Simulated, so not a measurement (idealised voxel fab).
process module | voxel double patterning
cross-section cut | 230 nm wide | cells 5 nm
A cross-section is a grid of square cells, given in bands from the top down. A band is one or more rows of cells.
Each band's line starts with the height of the band's top and of its bottom, in nm. Then come its materials from left to right, each with its width in nm. One material with "throughout" fills the band from edge to edge. "air" is empty space.
Height 0 is the level under which the wafer as received is all one material. The lowest band goes on downwards, as in "0 down".
A width such as "30 to 40" changes by the same amount from each row of cells to the next, from the band's top row to its bottom row.
"no change" after a step means that no cell of the cross-section changed.
closed voids: empty space of 8 cells or more with no open way to the top, each as width x height at its distance from the left edge, in nm
after a step's settings: what the simulator itself notes on the step
overlay nm, on a step with a mask: how far to the right of its planned place the mask lay; to the left if negative
plan
1 op RECEIVE | material Si
2 op CONFORMAL_DEP | material SiO2 | thk nm 10
3 op DIRECTIONAL_DEP | material W | thk nm 15
4 op DIRECTIONAL_DEP | material SiCN | thk nm 5
5 op MASKED_ETCH | tone open | mask id FIRST | width nm 15 | pitch nm 50 | etch materials SiCN | depth nm 5 | overlay nm 0
6 op DIRECTIONAL_DEP | material aC | thk nm 10
7 op PATTERN | tone open | mask id SECOND | material resist | width nm 15 | pitch nm 50 | thk nm 30 | overlay nm 0
8 op DIRECTIONAL_ETCH | etch materials aC | depth nm 10
9 op STRIP | etch materials resist
10 op DIRECTIONAL_ETCH | etch materials SiCN | depth nm 5
11 op STRIP | etch materials aC
12 op DIRECTIONAL_ETCH | etch materials W | depth nm 15
13 op STRIP | etch materials SiCN
as received, after step 1
  0 down: Si throughout
  closed voids: none
first wafer at the end, as planned
  25 to 10: W 55 | air 15 | W 10 | air 15 | W 10 | air 15 | W 10 | air 15 | W 10 | air 15 | W 60
  10 to 0: SiO2 throughout
  0 down: Si throughout
  closed voids: none
second wafer at the end: like start, like plan, one mistake
  25 to 10: W 50 | air 25 | W 5 | air 15 | W 5 | air 25 | W 5 | air 15 | W 5 | air 25 | W 55
  10 to 0: SiO2 throughout
  0 down: Si throughout
  closed voids: none
what went wrong: step 5 ran as: op MASKED_ETCH | tone open | mask id FIRST | width nm 25 | pitch nm 50 | etch materials SiCN | depth nm 5 | overlay nm 0
at the end the second wafer has, in cells: 18 fewer of W
